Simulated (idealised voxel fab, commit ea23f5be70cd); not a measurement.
The document below concerns the process module designated voxel self aligned vias.
Each square cell in cross-section cut measures 5 nm, and the section as a whole is 175 nm wide.
Bands, listed from the top down, are how a cross-section gets written in this document; the cross-section itself is a grid of square cells, and a band is one or more rows of them. Per band: top height and bottom height in nm, followed by the left-to-right materials and their widths in nm; "throughout" marks a single material spanning edge to edge, "air" marks empty space. The level at which height equals 0 is the one under which the wafer, as it arrives, is entirely one material. No lower edge exists for the bottom band, which continues downward and is notated as in "top 0, no bottom". Think of "30->40" as a width that walks from the first number to the second as you go down the band, top row to bottom row, taking equal-sized steps from row to row. "same as before" for a step: no cell of the cross-section changed in that step. You'll see "Non-vented voids" listing empty spaces that have no way open to the top, as long as they're 8 cells or more; the notation is width x height at distance, where the distance is from the left edge, and all of it is in nm. Where a step's line continues beyond its settings, the continuation is a remark by the simulator itself on that step. "overlay nm" on a masked step: distance the mask lay right of its planned place, negative for left.

So here's the lineup of process steps we planned
1: RECEIVE | material Si
2: CONFORMAL_DEP | material SiO2 | thk nm 10
3: CONFORMAL_DEP | material SiCN | thk nm 5
4: DIRECTIONAL_DEP | material lowk | thk nm 25
5: MASKED_ETCH | tone open | mask id LINES | width nm 30 | pitch nm 75 | etch materials lowk | depth nm 25 | overlay nm 0
6: CONFORMAL_DEP | material TiN | thk nm 5
7: FILL_DEP | material Ru | thk nm 10
8: CMP | height nm 40
9: SELECTIVE_ETCH | etch materials W Ru TiN | depth nm 10
10: FILL_DEP | material SiN | thk nm 10
11: CMP | height nm 40
12: DIRECTIONAL_DEP | material lowk | thk nm 20
13: MASKED_ETCH | tone open | mask id VIAS | width nm 50 | etch materials lowk | depth nm 20 | overlay nm 0
14: MASKED_ETCH | tone open | mask id VIAS | width nm 50 | etch materials SiN | depth nm 10 | overlay nm 0
15: CONFORMAL_DEP | material TiN | thk nm 5
16: FILL_DEP | material Cu | thk nm 5
17: CMP | height nm 60
18: CONFORMAL_DEP | material SiN | thk nm 5

The first wafer of two, processed as planned

Wafer as received: cross-section following step 1
top 0, no bottom: Si throughout
Non-vented voids: none

Cross-section of the wafer after step 2
top 10, bottom 0: SiO2 throughout
For the remainder of the cross-section, below 0, there is no change.

Cross-section of the wafer after step 3
top 15, bottom 10: SiCN throughout
For the remainder of the cross-section, below 10, there is no change.

Cross-section of the wafer after step 4
top 40, bottom 15: lowk throughout
For the remainder of the cross-section, below 15, there is no change.

Cross-section of the wafer after step 5
top 40, bottom 15: 35 of lowk  30 of air  45 of lowk  30 of air  35 of lowk
For the remainder of the cross-section, below 15, there is no change.

Cross-section of the wafer after step 6
top 45, bottom 40: 40 of TiN  20 of air  55 of TiN  20 of air  40 of TiN
top 40, bottom 20: 35 of lowk  5 of TiN  20 of air  5 of TiN  45 of lowk  5 of TiN  20 of air  5 of TiN  35 of lowk
top 20, bottom 15: 35 of lowk  30 of TiN  45 of lowk  30 of TiN  35 of lowk
For the remainder of the cross-section, below 15, there is no change.

Cross-section of the wafer after step 7
top 55, bottom 45: Ru throughout
top 45, bottom 40: 40 of TiN  20 of Ru  55 of TiN  20 of Ru  40 of TiN
top 40, bottom 20: 35 of lowk  5 of TiN  20 of Ru  5 of TiN  45 of lowk  5 of TiN  20 of Ru  5 of TiN  35 of lowk
For the remainder of the cross-section, below 20, there is no change.

Cross-section of the wafer after step 8
top 40, bottom 20: 35 of lowk  5 of TiN  20 of Ru  5 of TiN  45 of lowk  5 of TiN  20 of Ru  5 of TiN  35 of lowk
For the remainder of the cross-section, below 20, there is no change.

Cross-section of the wafer after step 9
top 40, bottom 30: 35 of lowk  30 of air  45 of lowk  30 of air  35 of lowk
For the remainder of the cross-section, below 30, there is no change.

Cross-section of the wafer after step 10
top 50, bottom 40: SiN throughout
top 40, bottom 30: 35 of lowk  30 of SiN  45 of lowk  30 of SiN  35 of lowk
For the remainder of the cross-section, below 30, there is no change.

Cross-section of the wafer after step 11
top 40, bottom 30: 35 of lowk  30 of SiN  45 of lowk  30 of SiN  35 of lowk
For the remainder of the cross-section, below 30, there is no change.

Cross-section of the wafer after step 12
top 60, bottom 40: lowk throughout
For the remainder of the cross-section, below 40, there is no change.

Cross-section of the wafer after step 13
top 60, bottom 40: 25 of lowk  50 of air  100 of lowk
For the remainder of the cross-section, below 40, there is no change.

Cross-section of the wafer after step 14
top 60, bottom 40: 25 of lowk  50 of air  100 of lowk
top 40, bottom 30: 35 of lowk  30 of air  45 of lowk  30 of SiN  35 of lowk
For the remainder of the cross-section, below 30, there is no change.

Cross-section of the wafer after step 15
top 65, bottom 60: 30 of TiN  40 of air  105 of TiN
top 60, bottom 45: 25 of lowk  5 of TiN  40 of air  5 of TiN  100 of lowk
top 45, bottom 40: 25 of lowk  15 of TiN  20 of air  15 of TiN  100 of lowk
top 40, bottom 35: 35 of lowk  5 of TiN  20 of air  5 of TiN  45 of lowk  30 of SiN  35 of lowk
top 35, bottom 30: 35 of lowk  30 of TiN  45 of lowk  30 of SiN  35 of lowk
For the remainder of the cross-section, below 30, there is no change.

Cross-section of the wafer after step 16
top 70, bottom 65: Cu throughout
top 65, bottom 60: 30 of TiN  40 of Cu  105 of TiN
top 60, bottom 45: 25 of lowk  5 of TiN  40 of Cu  5 of TiN  100 of lowk
top 45, bottom 40: 25 of lowk  15 of TiN  20 of Cu  15 of TiN  100 of lowk
top 40, bottom 35: 35 of lowk  5 of TiN  20 of Cu  5 of TiN  45 of lowk  30 of SiN  35 of lowk
For the remainder of the cross-section, below 35, there is no change.

Cross-section of the wafer after step 17
top 60, bottom 45: 25 of lowk  5 of TiN  40 of Cu  5 of TiN  100 of lowk
For the remainder of the cross-section, below 45, there is no change.

Cross-section of the wafer after step 18
top 65, bottom 60: SiN throughout
For the remainder of the cross-section, below 60, there is no change.

The remaining wafer, second of the two, started like the first and was run to the same plan, except that one mistake was made along the way; the two coincide through step 2, inclusive

At the planned end of step 3, the second wafer in cross-section
top 35, bottom 10: lowk throughout
For the remainder of the cross-section, below 10, there is no change.

At the planned end of step 4, the second wafer in cross-section
top 40, bottom 35: SiCN throughout
For the remainder of the cross-section, below 35, there is no change.

At the planned end of step 5, the second wafer in cross-section: same as before

At the planned end of step 6, the second wafer in cross-section
top 45, bottom 40: TiN throughout
For the remainder of the cross-section, below 40, there is no change.

At the planned end of step 7, the second wafer in cross-section
top 55, bottom 45: Ru throughout
For the remainder of the cross-section, below 45, there is no change.

At the planned end of step 8, the second wafer in cross-section
top 40, bottom 35: SiCN throughout
For the remainder of the cross-section, below 35, there is no change.

At the planned end of step 9, the second wafer in cross-section: same as before

At the planned end of step 10, the second wafer in cross-section
top 50, bottom 40: SiN throughout
For the remainder of the cross-section, below 40, there is no change.

At the planned end of step 11, the second wafer in cross-section
top 40, bottom 35: SiCN throughout
For the remainder of the cross-section, below 35, there is no change.

At the planned end of step 12, the second wafer in cross-section
top 60, bottom 40: lowk throughout
For the remainder of the cross-section, below 40, there is no change.

At the planned end of step 13, the second wafer in cross-section
top 60, bottom 40: 25 of lowk  50 of air  100 of lowk
For the remainder of the cross-section, below 40, there is no change.

At the planned end of step 14, the second wafer in cross-section: same as before

At the planned end of step 15, the second wafer in cross-section
top 65, bottom 60: 30 of TiN  40 of air  105 of TiN
top 60, bottom 45: 25 of lowk  5 of TiN  40 of air  5 of TiN  100 of lowk
top 45, bottom 40: 25 of lowk  50 of TiN  100 of lowk
For the remainder of the cross-section, below 40, there is no change.

At the planned end of step 16, the second wafer in cross-section
top 70, bottom 65: Cu throughout
top 65, bottom 60: 30 of TiN  40 of Cu  105 of TiN
top 60, bottom 45: 25 of lowk  5 of TiN  40 of Cu  5 of TiN  100 of lowk
For the remainder of the cross-section, below 45, there is no change.

At the planned end of step 17, the second wafer in cross-section
top 60, bottom 45: 25 of lowk  5 of TiN  40 of Cu  5 of TiN  100 of lowk
For the remainder of the cross-section, below 45, there is no change.

At the planned end of step 18, the second wafer in cross-section
top 65, bottom 60: SiN throughout
For the remainder of the cross-section, below 60, there is no change.
What was done differently from what was planned? the executed order of steps 3 and 4 is the reverse of that specified in the plan, each step having taken the other's position
Looking at both finished wafers in cells, the second ends up ahead of or behind the first on some materials: Cu -8 | Ru -16 | SiN -12 | TiN -24 | lowk +60
